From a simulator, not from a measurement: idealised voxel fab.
Documented hereafter: the process module known as voxel quadruple lines.
This is section cut - it's 265 nm across, gridded in 5 nm square cells.
Cross-section, as written here: a square-cell grid given band by band from the top down, where a band holds one or more rows of cells. Per band: top height and bottom height in nm, followed by the left-to-right materials and their widths in nm; "edge to edge" marks a single material spanning edge to edge, "blank" marks empty space. Heights are reckoned from 0. Under this level, the received wafer is all of one material. The bottommost band is open-ended downward, for example "top 0, no bottom". Width: "30 to 40" (first number = top row, second number = bottom row, same change from row to row of cells). "everything unchanged" means the step left every cell of the cross-section as it was. Voids, enclosed: empty space of 8 cells or more with no open way to the top, each as width x height at its distance from the left edge, in nm. What comes after the settings on a step's line is commentary from the simulator itself on that step. Each step line may optionally specify "overlay nm", which for a step with a mask gives the rightward distance between the mask's planned place and where it lay, a negative value indicating the leftward direction.

### Process steps - plan
1,RECEIVE, material Si
2,CONFORMAL_DEP, material Al2O3, thk nm 5
3,DIRECTIONAL_DEP, material Ru, thk nm 15
4,DIRECTIONAL_DEP, material polySi, thk nm 20
5,DIRECTIONAL_DEP, material aC, thk nm 20
6,PATTERN, tone cover, mask id MANDREL, material resist, width nm 15, thk nm 25, overlay nm 0
7,DIRECTIONAL_ETCH, etch materials aC, depth nm 20
8,STRIP, etch materials resist
9,CONFORMAL_DEP, material SiO2, thk nm 10
10,DIRECTIONAL_ETCH, etch materials SiO2, depth nm 10
11,STRIP, etch materials aC
12,DIRECTIONAL_ETCH, etch materials polySi, depth nm 20
13,STRIP, etch materials SiO2
14,CONFORMAL_DEP, material SiN, thk nm 5
15,DIRECTIONAL_ETCH, etch materials SiN, depth nm 5
16,STRIP, etch materials polySi
17,DIRECTIONAL_ETCH, etch materials Ru, depth nm 15
18,STRIP, etch materials SiN
It is noted that the wafers described herein are identical at the outset and are distinguished by the width nm of step 6; the value stated in the plan corresponds to the first wafer.

### Sectional view: first of several wafers, as received, after step 1
- top 0, no bottom  Si edge to edge
- Voids, enclosed: none

### Below: a row per wafer. Contents at end of module: for every material, cells gained since receipt (+) or lost since receipt (-); then closed voids
width nm 15, +53 Al2O3, +12 Ru, Voids, enclosed: none
width nm 20, +53 Al2O3, +12 Ru, Voids, enclosed: none
width nm 25, +53 Al2O3, +12 Ru, Voids, enclosed: none
width nm 30, +53 Al2O3, +12 Ru, Voids, enclosed: none
width nm 35, +53 Al2O3, +12 Ru, Voids, enclosed: none
